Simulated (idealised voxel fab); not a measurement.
The name of this process module is voxel wiring stack.
Xsec cut, 255 nm wide, square cell size 5 nm.
A cross-section is written here as square cells arranged in a grid, and it is given in bands from the top down, each band taking up one or more rows of cells. A band entry consists of two parts. The first gives the height of the band's top and the height of its bottom, in nm. The rest lists the band's materials from left to right, each with its width in nm. A single material labelled with the word "all across" fills the band from edge to edge, and the word "air" marks empty space. The level at which height equals 0 is the one under which the wafer, as it arrives, is entirely one material. No lower edge exists for the bottom band, which continues downward and is notated as in "0 -> down". A width such as "30 to 40" changes by the same amount from each row of cells to the next, from the band's top row to its bottom row. The cross-section has no changed cell in any step marked "left unchanged". Reported under the label "Completely sealed voids" are the empty spaces having no open way to the top and comprising 8 cells or more; the notation for each is width x height at distance, in which the distance is measured from the left edge and all three values are in nm. after a step's settings: what the simulator itself notes on the step. A step line may carry the setting "overlay nm", which, for steps involving a mask, states the distance by which the mask lay to the right of its intended position; negative values denote displacement to the left.

The planned process steps are enumerated hereunder:
1. RECEIVE [material Si]
2. CONFORMAL_DEP [material SiO2] [thk nm 15]
3. CONFORMAL_DEP [material SiN] [thk nm 5]
4. DIRECTIONAL_DEP [material lowk] [thk nm 25]
5. MASKED_ETCH [tone open] [mask id METAL_1] [width nm 30] [pitch nm 50] [etch materials lowk] [depth nm 25] [overlay nm 0]
6. MASKED_ETCH [tone open] [mask id METAL_1] [width nm 30] [pitch nm 50] [etch materials SiN] [depth nm 5] [overlay nm 0]
7. CONFORMAL_DEP [material TiN] [thk nm 5]
8. FILL_DEP [material Cu] [thk nm 10]
9. CMP [height nm 45]
10. CONFORMAL_DEP [material SiCN] [thk nm 5]
11. DIRECTIONAL_DEP [material SiO2] [thk nm 25]
12. MASKED_ETCH [tone open] [mask id METAL_2_HOLES] [width nm 15] [pitch nm 50] [etch materials SiO2] [depth nm 25] [overlay nm -15]
13. MASKED_ETCH [tone open] [mask id METAL_2] [width nm 30] [pitch nm 50] [etch materials SiO2] [depth nm 15] [overlay nm 0]
14. MASKED_ETCH [tone open] [mask id METAL_2] [width nm 30] [pitch nm 50] [etch materials SiCN] [depth nm 5] [overlay nm 0]
15. CONFORMAL_DEP [material TiN] [thk nm 5]
16. FILL_DEP [material Cu] [thk nm 10]
17. CMP [height nm 75]
18. CONFORMAL_DEP [material SiCN] [thk nm 5]
19. DIRECTIONAL_DEP [material lowk] [thk nm 30]
20. MASKED_ETCH [tone open] [mask id METAL_3] [width nm 30] [pitch nm 50] [etch materials lowk] [depth nm 15] [overlay nm 0]
21. MASKED_ETCH [tone open] [mask id METAL_3_HOLES] [width nm 15] [pitch nm 50] [etch materials lowk] [depth nm 15] [overlay nm 0]
22. MASKED_ETCH [tone open] [mask id METAL_3_HOLES] [width nm 15] [pitch nm 50] [etch materials SiCN] [depth nm 5] [overlay nm 0]
23. CONFORMAL_DEP [material TiN] [thk nm 5]
24. FILL_DEP [material Cu] [thk nm 5]
25. CMP [height nm 110]
26. CONFORMAL_DEP [material SiN] [thk nm 5]
The plan's step 12 overlay nm is the first wafer's value; the wafers differ in this setting and start identical.

First of several wafers, received after step 1, in cross-section:
> 0 -> down  Si all across
> Completely sealed voids: none

first wafer at the end, after step 26:
> 115 -> 110  SiN all across
> 110 -> 100  lowk 35, TiN 5, Cu 20, TiN 5, lowk 20, TiN 5, Cu 20, TiN 5, lowk 20, TiN 5, Cu 20, TiN 5, lowk 20, TiN 5, Cu 20, TiN 5, lowk 40
> 100 -> 95  lowk 35, TiN 5, Cu 5, TiN 20, lowk 20, TiN 5, Cu 5, TiN 20, lowk 20, TiN 5, Cu 5, TiN 20, lowk 20, TiN 5, Cu 5, TiN 20, lowk 40
> 95 -> 80  lowk 35, TiN 5, Cu 5, TiN 5, lowk 35, TiN 5, Cu 5, TiN 5, lowk 35, TiN 5, Cu 5, TiN 5, lowk 35, TiN 5, Cu 5, TiN 5, lowk 55
> 80 -> 75  SiCN 35, TiN 15, SiCN 35, TiN 15, SiCN 35, TiN 15, SiCN 35, TiN 15, SiCN 55
> 75 -> 65  SiO2 20, TiN 5, Cu 35, TiN 5, SiO2 5, TiN 5, Cu 35, TiN 5, SiO2 5, TiN 5, Cu 35, TiN 5, SiO2 5, TiN 5, Cu 35, TiN 5, SiO2 40
> 65 -> 55  SiO2 20, TiN 5, Cu 5, TiN 35 to 5, SiO2 5 to 35, TiN 5, Cu 5, TiN 35 to 5, SiO2 5 to 35, TiN 5, Cu 5, TiN 35 to 5, SiO2 5 to 35, TiN 5, Cu 5, TiN 35 to 5, SiO2 40 to 70
> 55 -> 50  SiO2 20, TiN 15, SiO2 35, TiN 15, SiO2 35, TiN 15, SiO2 35, TiN 15, SiO2 70
> 50 -> 45  SiCN all across
> 45 -> 20  lowk 35, TiN 5, Cu 20, TiN 5, lowk 20, TiN 5, Cu 20, TiN 5, lowk 20, TiN 5, Cu 20, TiN 5, lowk 20, TiN 5, Cu 20, TiN 5, lowk 40
> 20 -> 15  SiN 35, TiN 30, SiN 20, TiN 30, SiN 20, TiN 30, SiN 20, TiN 30, SiN 40
> 15 -> 0  SiO2 all across
> 0 -> down  Si all across
> Completely sealed voids: none

Last-wafer cross-section at the end of the module:
> 115 -> 110  SiN all across
> 110 -> 100  lowk 35, TiN 5, Cu 20, TiN 5, lowk 20, TiN 5, Cu 20, TiN 5, lowk 20, TiN 5, Cu 20, TiN 5, lowk 20, TiN 5, Cu 20, TiN 5, lowk 40
> 100 -> 95  lowk 35, TiN 5, Cu 5, TiN 20, lowk 20, TiN 5, Cu 5, TiN 20, lowk 20, TiN 5, Cu 5, TiN 20, lowk 20, TiN 5, Cu 5, TiN 20, lowk 40
> 95 -> 80  lowk 35, TiN 5, Cu 5, TiN 5, lowk 35, TiN 5, Cu 5, TiN 5, lowk 35, TiN 5, Cu 5, TiN 5, lowk 35, TiN 5, Cu 5, TiN 5, lowk 55
> 80 -> 75  SiCN 35, TiN 15, SiCN 35, TiN 15, SiCN 35, TiN 15, SiCN 35, TiN 15, SiCN 55
> 75 -> 65  SiO2 35, TiN 5, Cu 20, TiN 5, SiO2 20, TiN 5, Cu 20, TiN 5, SiO2 20, TiN 5, Cu 20, TiN 5, SiO2 20, TiN 5, Cu 20, TiN 5, SiO2 40
> 65 -> 60  SiO2 35, TiN 20, Cu 5, TiN 5, SiO2 20, TiN 20, Cu 5, TiN 5, SiO2 20, TiN 20, Cu 5, TiN 5, SiO2 20, TiN 20, Cu 5, TiN 5, SiO2 40
> 60 -> 50  SiO2 50, TiN 5, Cu 5, TiN 5, SiO2 35, TiN 5, Cu 5, TiN 5, SiO2 35, TiN 5, Cu 5, TiN 5, SiO2 35, TiN 5, Cu 5, TiN 5, SiO2 40
> 50 -> 45  SiCN 50, TiN 15, SiCN 35, TiN 15, SiCN 35, TiN 15, SiCN 35, TiN 15, SiCN 40
> 45 -> 20  lowk 35, TiN 5, Cu 20, TiN 5, lowk 20, TiN 5, Cu 20, TiN 5, lowk 20, TiN 5, Cu 20, TiN 5, lowk 20, TiN 5, Cu 20, TiN 5, lowk 40
> 20 -> 15  SiN 35, TiN 30, SiN 20, TiN 30, SiN 20, TiN 30, SiN 20, TiN 30, SiN 40
> 15 -> 0  SiO2 all across
> 0 -> down  Si all across
> Completely sealed voids: none

Where each wafer stands at the end of the module, a row apiece: cells of each material gained (+) or lost (-) since it was received, then closed voids:
overlay nm -15 | +192 Cu | +90 SiCN | +78 SiN | +276 SiO2 | +204 TiN | +333 lowk | Completely sealed voids: none
overlay nm -10 | +184 Cu | +86 SiCN | +78 SiN | +288 SiO2 | +204 TiN | +333 lowk | Completely sealed voids: none
overlay nm -5 | +176 Cu | +82 SiCN | +78 SiN | +300 SiO2 | +204 TiN | +333 lowk | Completely sealed voids: none
overlay nm 0 | +172 Cu | +78 SiCN | +78 SiN | +312 SiO2 | +200 TiN | +333 lowk | Completely sealed voids: none
overlay nm 5 | +172 Cu | +78 SiCN | +78 SiN | +312 SiO2 | +200 TiN | +333 lowk | Completely sealed voids: none
overlay nm 10 | +172 Cu | +78 SiCN | +78 SiN | +312 SiO2 | +200 TiN | +333 lowk | Completely sealed voids: none
overlay nm 15 | +172 Cu | +78 SiCN | +78 SiN | +312 SiO2 | +200 TiN | +333 lowk | Completely sealed voids: none
